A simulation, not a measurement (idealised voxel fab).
process module | voxel air gaps
cross-section cut | 215 nm wide | cells 5 nm
A cross-section is a grid of square cells, given in bands from the top down. A band is one or more rows of cells.
Each band's line starts with the height of the band's top and of its bottom, in nm. Then come its materials from left to right, each with its width in nm. One material with "throughout" fills the band from edge to edge. "air" is empty space.
Height 0 is the level under which the wafer as received is all one material. The lowest band goes on downwards, as in "0 down".
A width such as "30 to 40" changes by the same amount from each row of cells to the next, from the band's top row to its bottom row.
"no change" after a step means that no cell of the cross-section changed.
closed voids: empty space of 8 cells or more with no open way to the top, each as width x height at its distance from the left edge, in nm
after a step's settings: what the simulator itself notes on the step
overlay nm, on a step with a mask: how far to the right of its planned place the mask lay; to the left if negative
plan
1 op RECEIVE | material Si
2 op CONFORMAL_DEP | material SiO2 | thk nm 10
3 op CONFORMAL_DEP | material SiCN | thk nm 5
4 op DIRECTIONAL_DEP | material lowk | thk nm 40
5 op DIRECTIONAL_DEP | material aC | thk nm 10
6 op PATTERN | tone open | mask id LINES | material resist | width nm 20 | pitch nm 50 | thk nm 30 | overlay nm 0
7 op DIRECTIONAL_ETCH | etch materials aC | depth nm 10
8 op STRIP | etch materials resist
9 op DIRECTIONAL_ETCH | etch materials lowk | depth nm 40
10 op STRIP | etch materials aC
11 op CONFORMAL_DEP | material TiN | thk nm 5
12 op FILL_DEP | material Cu | thk nm 5
13 op CMP | height nm 55
14 op EPI | material Ru | thk nm 10
15 op SELECTIVE_ETCH | etch materials lowk | depth nm 50
16 op CONFORMAL_DEP | material SiCN | thk nm 5
varied across the wafers: thk nm of step 11. The plan shows the first wafer's value. All wafers start alike
first wafer as received, after step 1
  0 down: Si throughout
  closed voids: none
first wafer at the end, after step 16
  70 to 65: air 30 | SiCN 150 | air 35
  65 to 55: air 30 | SiCN 5 | Ru 40 | SiCN 10 | Ru 40 | SiCN 10 | Ru 40 | SiCN 5 | air 35
  55 to 50: air 30 | SiCN 15 | TiN 5 | Cu 10 | TiN 5 | SiCN 30 | TiN 5 | Cu 10 | TiN 5 | SiCN 30 | TiN 5 | Cu 10 | TiN 5 | SiCN 15 | air 35
  50 to 20: air 40 | SiCN 5 | TiN 5 | Cu 10 | TiN 5 | SiCN 5 | air 20 | SiCN 5 | TiN 5 | Cu 10 | TiN 5 | SiCN 5 | air 20 | SiCN 5 | TiN 5 | Cu 10 | TiN 5 | SiCN 5 | air 45
  20 to 15: SiCN 45 | TiN 20 | SiCN 30 | TiN 20 | SiCN 30 | TiN 20 | SiCN 50
  15 to 10: SiCN throughout
  10 to 0: SiO2 throughout
  0 down: Si throughout
  closed voids: 20 x 30 at 70; 20 x 30 at 120
last wafer at the end
  70 to 65: air 30 | SiCN 150 | air 35
  65 to 55: air 30 | SiCN 5 | Ru 40 | SiCN 10 | Ru 40 | SiCN 10 | Ru 40 | SiCN 5 | air 35
  55 to 50: air 30 | SiCN 15 | TiN 20 | SiCN 30 | TiN 20 | SiCN 30 | TiN 20 | SiCN 15 | air 35
  50 to 20: air 40 | SiCN 5 | TiN 20 | SiCN 5 | air 20 | SiCN 5 | TiN 20 | SiCN 5 | air 20 | SiCN 5 | TiN 20 | SiCN 5 | air 45
  20 to 15: SiCN 45 | TiN 20 | SiCN 30 | TiN 20 | SiCN 30 | TiN 20 | SiCN 50
  15 to 10: SiCN throughout
  10 to 0: SiO2 throughout
  0 down: Si throughout
  closed voids: 20 x 30 at 70; 20 x 30 at 120
each wafer at the end: cells of each material gained (+) or lost (-) since it was received, then its closed voids
thk nm 5 | +42 Cu | +48 Ru | +170 SiCN | +86 SiO2 | +54 TiN | closed voids: 20 x 30 at 70; 20 x 30 at 120
thk nm 10 | +48 Ru | +170 SiCN | +86 SiO2 | +96 TiN | closed voids: 20 x 30 at 70; 20 x 30 at 120
thk nm 15 | +48 Ru | +170 SiCN | +86 SiO2 | +96 TiN | closed voids: 20 x 30 at 70; 20 x 30 at 120
thk nm 20 | +48 Ru | +170 SiCN | +86 SiO2 | +96 TiN | closed voids: 20 x 30 at 70; 20 x 30 at 120
